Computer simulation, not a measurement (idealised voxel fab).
Presented below is a process module, voxel wiring stack.
We display cut, a cross-section 270 nm in width whose square cells are each 5 nm.
Think of the cross-section as a grid of square cells. We describe it in bands, top to bottom, and each band covers one or more rows of those cells. Heads up on the band format: heights come first, top then bottom, in nm. After that it's the materials left to right, each with its width in nm. A single material flagged "edge to edge" fills the whole band edge to edge, and "empty" means there's empty space there. The reference from which all heights are counted is 0, the level beneath which the as-received wafer is entirely one material; the lowest band, having no lower bound, proceeds downward and is written after the example "0 -> down". Width spec "30..40" -> top row of cells at first value, bottom row at second value, equal per-row change in between. "no alterations made" means the step left every cell of the cross-section as it was. Under "Enclosed empty spaces" you'll find the enclosed gaps, the ones with no way out to the top, that are 8 cells or bigger; each reads width x height at distance, with distance counted from the left edge, everything in nm. Text after the settings on a step's line: the simulator's own remark on that step. A step line may carry the setting "overlay nm", which, for steps involving a mask, states the distance by which the mask lay to the right of its intended position; negative values denote displacement to the left.
Planned process steps:
1. RECEIVE, material Si
2. CONFORMAL_DEP, material SiO2, thk nm 15
3. DIRECTIONAL_DEP, material TiN, thk nm 5
4. DIRECTIONAL_DEP, material W, thk nm 15
5. MASKED_ETCH, tone cover, mask id METAL_1, width nm 25, pitch nm 50, etch materials W, depth nm 15, overlay nm 0
6. MASKED_ETCH, tone cover, mask id METAL_1, width nm 25, pitch nm 50, etch materials TiN, depth nm 5, overlay nm 0
7. FILL_DEP, material SiO2, thk nm 10
8. CMP, height nm 35
9. CONFORMAL_DEP, material SiCN, thk nm 5
10. DIRECTIONAL_DEP, material SiO2, thk nm 35
11. DIRECTIONAL_DEP, material aC, thk nm 15
12. PATTERN, tone open, mask id METAL_2_HOLES, material resist, width nm 15, thk nm 30, overlay nm 0
13. DIRECTIONAL_ETCH, etch materials aC, depth nm 15
14. STRIP, etch materials resist
15. DIRECTIONAL_ETCH, etch materials SiO2, depth nm 35
16. STRIP, etch materials aC
17. MASKED_ETCH, tone open, mask id METAL_2, width nm 25, pitch nm 50, etch materials SiO2, depth nm 20, overlay nm 0
18. MASKED_ETCH, tone open, mask id METAL_2, width nm 25, pitch nm 50, etch materials SiCN, depth nm 5, overlay nm 0
19. CONFORMAL_DEP, material TiN, thk nm 5
20. FILL_DEP, material Cu, thk nm 5
21. CMP, height nm 75
22. CONFORMAL_DEP, material SiCN, thk nm 5
23. DIRECTIONAL_DEP, material SiO2, thk nm 35
24. MASKED_ETCH, tone open, mask id METAL_3_HOLES, width nm 15, etch materials SiO2, depth nm 35, overlay nm 0
25. PATTERN, tone open, mask id METAL_3, material resist, width nm 25, pitch nm 50, thk nm 15, overlay nm 0
26. DIRECTIONAL_ETCH, etch materials SiO2, depth nm 20
27. DIRECTIONAL_ETCH, etch materials SiCN, depth nm 5
28. STRIP, etch materials resist
29. CONFORMAL_DEP, material TiN, thk nm 5
30. FILL_DEP, material Ru, thk nm 10
31. CMP, height nm 115
32. CONFORMAL_DEP, material SiCN, thk nm 5
The first of the two wafers, which ran as planned:
This is the cross-section of the wafer as we received it, i.e. after step 1:
* 0 -> down = Si edge to edge
* Enclosed empty spaces: none
Cross-section of the wafer subsequent to step 2:
* 15 -> 0 = SiO2 edge to edge
* Lower than 0, everything is as it was.
Cross-section of the wafer subsequent to step 3:
* 20 -> 15 = TiN edge to edge
* Lower than 15, everything is as it was.
Cross-section of the wafer subsequent to step 4:
* 35 -> 20 = W edge to edge
* Lower than 20, everything is as it was.
Cross-section of the wafer subsequent to step 5:
* 35 -> 20 = empty 95  W 25  empty 25  W 25  empty 100
* Lower than 20, everything is as it was.
Cross-section of the wafer subsequent to step 6:
* 35 -> 20 = empty 95  W 25  empty 25  W 25  empty 100
* 20 -> 15 = empty 95  TiN 25  empty 25  TiN 25  empty 100
* Lower than 15, everything is as it was.
Cross-section of the wafer subsequent to step 7:
* 45 -> 35 = SiO2 edge to edge
* 35 -> 20 = SiO2 95  W 25  SiO2 25  W 25  SiO2 100
* 20 -> 15 = SiO2 95  TiN 25  SiO2 25  TiN 25  SiO2 100
* Lower than 15, everything is as it was.
Cross-section of the wafer subsequent to step 8:
* 35 -> 20 = SiO2 95  W 25  SiO2 25  W 25  SiO2 100
* Lower than 20, everything is as it was.
Cross-section of the wafer subsequent to step 9:
* 40 -> 35 = SiCN edge to edge
* Lower than 35, everything is as it was.
Cross-section of the wafer subsequent to step 10:
* 75 -> 40 = SiO2 edge to edge
* Lower than 40, everything is as it was.
Cross-section of the wafer subsequent to step 11:
* 90 -> 75 = aC edge to edge
* Lower than 75, everything is as it was.
Cross-section of the wafer subsequent to step 12:
* 120 -> 90 = resist 95  empty 15  resist 160
* Lower than 90, everything is as it was.
Cross-section of the wafer subsequent to step 13:
* 105 -> 90 = resist 95  empty 15  resist 160
* 90 -> 75 = aC 95  empty 15  aC 160
* Lower than 75, everything is as it was.
Cross-section of the wafer subsequent to step 14:
* 90 -> 75 = aC 95  empty 15  aC 160
* Lower than 75, everything is as it was.
Cross-section of the wafer subsequent to step 15:
* 90 -> 75 = aC 95  empty 15  aC 160
* 75 -> 40 = SiO2 95  empty 15  SiO2 160
* Lower than 40, everything is as it was.
Cross-section of the wafer subsequent to step 16:
* 75 -> 40 = SiO2 95  empty 15  SiO2 160
* Lower than 40, everything is as it was.
Cross-section of the wafer subsequent to step 17:
* 75 -> 55 = SiO2 95  empty 25  SiO2 25  empty 25  SiO2 100
* Lower than 55, everything is as it was.
Cross-section of the wafer subsequent to step 18:
* 75 -> 55 = SiO2 95  empty 25  SiO2 25  empty 25  SiO2 100
* 55 -> 40 = SiO2 95  empty 15  SiO2 160
* 40 -> 35 = SiCN 95  empty 15  SiCN 160
* Lower than 35, everything is as it was.
Cross-section of the wafer subsequent to step 19:
* 80 -> 75 = TiN 100  empty 15  TiN 35  empty 15  TiN 105
* 75 -> 60 = SiO2 95  TiN 5  empty 15  TiN 5  SiO2 25  TiN 5  empty 15  TiN 5  SiO2 100
* 60 -> 55 = SiO2 95  TiN 5  empty 5  TiN 15  SiO2 25  TiN 25  SiO2 100
* 55 -> 40 = SiO2 95  TiN 5  empty 5  TiN 5  SiO2 160
* 40 -> 35 = SiCN 95  TiN 15  SiCN 160
* Lower than 35, everything is as it was.
Cross-section of the wafer subsequent to step 20:
* 85 -> 80 = Cu edge to edge
* 80 -> 75 = TiN 100  Cu 15  TiN 35  Cu 15  TiN 105
* 75 -> 60 = SiO2 95  TiN 5  Cu 15  TiN 5  SiO2 25  TiN 5  Cu 15  TiN 5  SiO2 100
* 60 -> 55 = SiO2 95  TiN 5  Cu 5  TiN 15  SiO2 25  TiN 25  SiO2 100
* 55 -> 40 = SiO2 95  TiN 5  Cu 5  TiN 5  SiO2 160
* Lower than 40, everything is as it was.
Cross-section of the wafer subsequent to step 21:
* 75 -> 60 = SiO2 95  TiN 5  Cu 15  TiN 5  SiO2 25  TiN 5  Cu 15  TiN 5  SiO2 100
* Lower than 60, everything is as it was.
Cross-section of the wafer subsequent to step 22:
* 80 -> 75 = SiCN edge to edge
* Lower than 75, everything is as it was.
Cross-section of the wafer subsequent to step 23:
* 115 -> 80 = SiO2 edge to edge
* Lower than 80, everything is as it was.
Cross-section of the wafer subsequent to step 24:
* 115 -> 80 = SiO2 95  empty 15  SiO2 160
* Lower than 80, everything is as it was.
Cross-section of the wafer subsequent to step 25:
* 130 -> 115 = resist 95  empty 25  resist 25  empty 25  resist 100
* Lower than 115, everything is as it was.
Cross-section of the wafer subsequent to step 26:
* 130 -> 115 = resist 95  empty 25  resist 25  empty 25  resist 100
* 115 -> 95 = SiO2 95  empty 25  SiO2 25  empty 25  SiO2 100
* Lower than 95, everything is as it was.
Cross-section of the wafer subsequent to step 27:
* 130 -> 115 = resist 95  empty 25  resist 25  empty 25  resist 100
* 115 -> 95 = SiO2 95  empty 25  SiO2 25  empty 25  SiO2 100
* 95 -> 80 = SiO2 95  empty 15  SiO2 160
* 80 -> 75 = SiCN 95  empty 15  SiCN 160
* Lower than 75, everything is as it was.
Cross-section of the wafer subsequent to step 28:
* 115 -> 95 = SiO2 95  empty 25  SiO2 25  empty 25  SiO2 100
* Lower than 95, everything is as it was.
Cross-section of the wafer subsequent to step 29:
* 120 -> 115 = TiN 100  empty 15  TiN 35  empty 15  TiN 105
* 115 -> 100 = SiO2 95  TiN 5  empty 15  TiN 5  SiO2 25  TiN 5  empty 15  TiN 5  SiO2 100
* 100 -> 95 = SiO2 95  TiN 5  empty 5  TiN 15  SiO2 25  TiN 25  SiO2 100
* 95 -> 80 = SiO2 95  TiN 5  empty 5  TiN 5  SiO2 160
* 80 -> 75 = SiCN 95  TiN 15  SiCN 160
* Lower than 75, everything is as it was.
Cross-section of the wafer subsequent to step 30:
* 130 -> 120 = Ru edge to edge
* 120 -> 115 = TiN 100  Ru 15  TiN 35  Ru 15  TiN 105
* 115 -> 100 = SiO2 95  TiN 5  Ru 15  TiN 5  SiO2 25  TiN 5  Ru 15  TiN 5  SiO2 100
* 100 -> 95 = SiO2 95  TiN 5  Ru 5  TiN 15  SiO2 25  TiN 25  SiO2 100
* 95 -> 80 = SiO2 95  TiN 5  Ru 5  TiN 5  SiO2 160
* Lower than 80, everything is as it was.
Cross-section of the wafer subsequent to step 31:
* 115 -> 100 = SiO2 95  TiN 5  Ru 15  TiN 5  SiO2 25  TiN 5  Ru 15  TiN 5  SiO2 100
* Lower than 100, everything is as it was.
Cross-section of the wafer subsequent to step 32:
* 120 -> 115 = SiCN edge to edge
* Lower than 115, everything is as it was.
The second wafer was prepared from the same starting point and under the same plan as the first; its processing contained one mistake, and it remains indistinguishable from the first wafer up to and including step 20:
Second wafer: cross-section at the scheduled end of step 21:
* 70 -> 60 = SiO2 95  TiN 5  Cu 15  TiN 5  SiO2 25  TiN 5  Cu 15  TiN 5  SiO2 100
* Lower than 60, everything is as it was.
Second wafer: cross-section at the scheduled end of step 22:
* 75 -> 70 = SiCN edge to edge
* Lower than 70, everything is as it was.
Second wafer: cross-section at the scheduled end of step 23:
* 110 -> 75 = SiO2 edge to edge
* Lower than 75, everything is as it was.
Second wafer: cross-section at the scheduled end of step 24:
* 110 -> 75 = SiO2 95  empty 15  SiO2 160
* Lower than 75, everything is as it was.
Second wafer: cross-section at the scheduled end of step 25:
* 125 -> 110 = resist 95  empty 25  resist 25  empty 25  resist 100
* Lower than 110, everything is as it was.
Second wafer: cross-section at the scheduled end of step 26:
* 125 -> 110 = resist 95  empty 25  resist 25  empty 25  resist 100
* 110 -> 90 = SiO2 95  empty 25  SiO2 25  empty 25  SiO2 100
* Lower than 90, everything is as it was.
Second wafer: cross-section at the scheduled end of step 27:
* 125 -> 110 = resist 95  empty 25  resist 25  empty 25  resist 100
* 110 -> 90 = SiO2 95  empty 25  SiO2 25  empty 25  SiO2 100
* 90 -> 75 = SiO2 95  empty 15  SiO2 160
* 75 -> 70 = SiCN 95  empty 15  SiCN 160
* Lower than 70, everything is as it was.
Second wafer: cross-section at the scheduled end of step 28:
* 110 -> 90 = SiO2 95  empty 25  SiO2 25  empty 25  SiO2 100
* Lower than 90, everything is as it was.
Second wafer: cross-section at the scheduled end of step 29:
* 115 -> 110 = TiN 100  empty 15  TiN 35  empty 15  TiN 105
* 110 -> 95 = SiO2 95  TiN 5  empty 15  TiN 5  SiO2 25  TiN 5  empty 15  TiN 5  SiO2 100
* 95 -> 90 = SiO2 95  TiN 5  empty 5  TiN 15  SiO2 25  TiN 25  SiO2 100
* 90 -> 75 = SiO2 95  TiN 5  empty 5  TiN 5  SiO2 160
* 75 -> 70 = SiCN 95  TiN 15  SiCN 160
* Lower than 70, everything is as it was.
Second wafer: cross-section at the scheduled end of step 30:
* 125 -> 115 = Ru edge to edge
* 115 -> 110 = TiN 100  Ru 15  TiN 35  Ru 15  TiN 105
* 110 -> 95 = SiO2 95  TiN 5  Ru 15  TiN 5  SiO2 25  TiN 5  Ru 15  TiN 5  SiO2 100
* 95 -> 90 = SiO2 95  TiN 5  Ru 5  TiN 15  SiO2 25  TiN 25  SiO2 100
* 90 -> 75 = SiO2 95  TiN 5  Ru 5  TiN 5  SiO2 160
* Lower than 75, everything is as it was.
Second wafer: cross-section at the scheduled end of step 31:
* 115 -> 110 = TiN 100  Ru 15  TiN 35  Ru 15  TiN 105
* Lower than 110, everything is as it was.
Second wafer: cross-section at the scheduled end of step 32:
* 120 -> 115 = SiCN edge to edge
* Lower than 115, everything is as it was.
Error vs. plan: in deviation from the planned setting, step 21 was conducted as CMP, height nm 70
Heads up, by the end the second wafer has more or fewer cells of some materials compared to the first: Cu: 6 fewer; Ru: 6 more; SiO2: 44 fewer; TiN: 44 more
